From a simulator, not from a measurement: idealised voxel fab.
process module | voxel lift off
cross-section cut | 220 nm wide | cells 5 nm
A cross-section is a grid of square cells, given in bands from the top down. A band is one or more rows of cells.
Each band's line starts with the height of the band's top and of its bottom, in nm. Then come its materials from left to right, each with its width in nm. One material with "throughout" fills the band from edge to edge. "air" is empty space.
Height 0 is the level under which the wafer as received is all one material. The lowest band goes on downwards, as in "0 down".
A width such as "30 to 40" changes by the same amount from each row of cells to the next, from the band's top row to its bottom row.
"no change" after a step means that no cell of the cross-section changed.
closed voids: empty space of 8 cells or more with no open way to the top, each as width x height at its distance from the left edge, in nm
after a step's settings: what the simulator itself notes on the step
overlay nm, on a step with a mask: how far to the right of its planned place the mask lay; to the left if negative
plan
1 op RECEIVE | material Si
2 op CONFORMAL_DEP | material SiO2 | thk nm 15
3 op PATTERN | tone open | mask id LINES | material resist | width nm 15 | pitch nm 40 | thk nm 25 | overlay nm 0
4 op DIRECTIONAL_DEP | material Ru | thk nm 10
5 op STRIP | etch materials resist
6 op CONFORMAL_DEP | material SiCN | thk nm 10
as received, after step 1
  0 down: Si throughout
  closed voids: none
first wafer at the end, as planned
  35 to 25: air 50 | SiCN 35 | air 5 | SiCN 35 | air 5 | SiCN 35 | air 55
  25 to 15: SiCN 60 | Ru 15 | SiCN 25 | Ru 15 | SiCN 25 | Ru 15 | SiCN 65
  15 to 0: SiO2 throughout
  0 down: Si throughout
  closed voids: none
second wafer at the end: like start, like plan, one mistake
  50 to 40: air 50 | SiCN 35 | air 5 | SiCN 35 | air 5 | SiCN 35 | air 55
  40 to 30: SiCN 60 | Ru 15 | SiCN 25 | Ru 15 | SiCN 25 | Ru 15 | SiCN 65
  30 to 0: SiO2 throughout
  0 down: Si throughout
  closed voids: none
what went wrong: step 2 was run twice
at the end the second wafer has, in cells: 132 more of SiO2
